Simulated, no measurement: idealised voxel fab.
process module | voxel wiring stack
cross-section cut | 265 nm wide | cells 5 nm
A cross-section is a grid of square cells, given in bands from the top down. A band is one or more rows of cells.
Each band's line starts with the height of the band's top and of its bottom, in nm. Then come its materials from left to right, each with its width in nm. One material with "throughout" fills the band from edge to edge. "air" is empty space.
Height 0 is the level under which the wafer as received is all one material. The lowest band goes on downwards, as in "0 down".
A width such as "30 to 40" changes by the same amount from each row of cells to the next, from the band's top row to its bottom row.
"no change" after a step means that no cell of the cross-section changed.
closed voids: empty space of 8 cells or more with no open way to the top, each as width x height at its distance from the left edge, in nm
after a step's settings: what the simulator itself notes on the step
overlay nm, on a step with a mask: how far to the right of its planned place the mask lay; to the left if negative
plan
1 op RECEIVE | material Si
2 op CONFORMAL_DEP | material SiO2 | thk nm 15
3 op CONFORMAL_DEP | material SiN | thk nm 5
4 op DIRECTIONAL_DEP | material lowk | thk nm 15
5 op PATTERN | tone open | mask id METAL_1 | material resist | width nm 25 | pitch nm 45 | thk nm 15 | overlay nm 0
6 op DIRECTIONAL_ETCH | etch materials lowk | depth nm 15
7 op DIRECTIONAL_ETCH | etch materials SiN | depth nm 5
8 op STRIP | etch materials resist
9 op CONFORMAL_DEP | material TiN | thk nm 5
10 op FILL_DEP | material Cu | thk nm 5
11 op CMP | height nm 35
12 op EPI | material Ru | thk nm 5
13 op FILL_DEP | material SiCN | thk nm 5
14 op DIRECTIONAL_DEP | material SiO2 | thk nm 10
15 op MASKED_ETCH | tone open | mask id PLUG_1 | width nm 15 | pitch nm 90 | etch materials SiO2 | depth nm 10 | overlay nm 0
16 op MASKED_ETCH | tone open | mask id PLUG_1 | width nm 15 | pitch nm 90 | etch materials SiCN | depth nm 5 | overlay nm 0
17 op EPI | material Ru | thk nm 10
18 op EPI | material Ru | thk nm 5
19 op CONFORMAL_DEP | material SiN | thk nm 5
20 op DIRECTIONAL_DEP | material SiO2 | thk nm 20
21 op MASKED_ETCH | tone open | mask id METAL_2 | width nm 25 | pitch nm 45 | etch materials SiO2 | depth nm 20 | overlay nm 0
22 op MASKED_ETCH | tone open | mask id METAL_2 | width nm 25 | pitch nm 45 | etch materials SiN | depth nm 5 | overlay nm 0
23 op CONFORMAL_DEP | material TiN | thk nm 5
24 op FILL_DEP | material Cu | thk nm 10
25 op CMP | height nm 80
26 op CONFORMAL_DEP | material SiCN | thk nm 5
27 op DIRECTIONAL_DEP | material SiO2 | thk nm 25
28 op DIRECTIONAL_DEP | material aC | thk nm 10
29 op PATTERN | tone open | mask id METAL_3 | material resist | width nm 25 | pitch nm 45 | thk nm 30 | overlay nm 0
30 op DIRECTIONAL_ETCH | etch materials aC | depth nm 10
31 op STRIP | etch materials resist
32 op DIRECTIONAL_ETCH | etch materials SiO2 | depth nm 15
33 op STRIP | etch materials aC
34 op DIRECTIONAL_DEP | material aC | thk nm 10
35 op PATTERN | tone open | mask id METAL_3_HOLES | material resist | width nm 15 | pitch nm 45 | thk nm 30 | overlay nm 0
36 op DIRECTIONAL_ETCH | etch materials aC | depth nm 10
37 op STRIP | etch materials resist
38 op DIRECTIONAL_ETCH | etch materials SiO2 | depth nm 10
39 op DIRECTIONAL_ETCH | etch materials SiCN | depth nm 5
40 op STRIP | etch materials aC
41 op CONFORMAL_DEP | material TiN | thk nm 5
42 op FILL_DEP | material Cu | thk nm 10
43 op CMP | height nm 110
44 op CONFORMAL_DEP | material SiCN | thk nm 5
45 op DIRECTIONAL_DEP | material SiO2 | thk nm 30
46 op DIRECTIONAL_DEP | material aC | thk nm 10
47 op PATTERN | tone open | mask id METAL_4_HOLES | material resist | width nm 15 | pitch nm 90 | thk nm 25 | overlay nm 0
48 op DIRECTIONAL_ETCH | etch materials aC | depth nm 10
49 op STRIP | etch materials resist
50 op DIRECTIONAL_ETCH | etch materials SiO2 | depth nm 30
51 op STRIP | etch materials aC
52 op MASKED_ETCH | tone open | mask id METAL_4 | width nm 25 | pitch nm 45 | etch materials SiO2 | depth nm 20 | overlay nm 0
53 op MASKED_ETCH | tone open | mask id METAL_4 | width nm 25 | pitch nm 45 | etch materials SiCN | depth nm 5 | overlay nm 0
54 op CONFORMAL_DEP | material TiN | thk nm 5
55 op FILL_DEP | material Ru | thk nm 10
56 op CMP | height nm 145
57 op CONFORMAL_DEP | material SiCN | thk nm 5
varied across the wafers: width nm of step 47. The plan shows the first wafer's value. All wafers start alike
first wafer as received, after step 1
  0 down: Si throughout
  closed voids: none
each wafer at the end: cells of each material gained (+) or lost (-) since it was received, then its closed voids
width nm 15 | +120 Cu | +88 Ru | +213 SiCN | +66 SiN | +792 SiO2 | +212 TiN | +99 lowk | closed voids: none
width nm 20 | +120 Cu | +94 Ru | +211 SiCN | +66 SiN | +788 SiO2 | +212 TiN | +99 lowk | closed voids: none
width nm 25 | +120 Cu | +104 Ru | +211 SiCN | +66 SiN | +776 SiO2 | +214 TiN | +99 lowk | closed voids: none
width nm 30 | +120 Cu | +110 Ru | +209 SiCN | +66 SiN | +772 SiO2 | +214 TiN | +99 lowk | closed voids: none
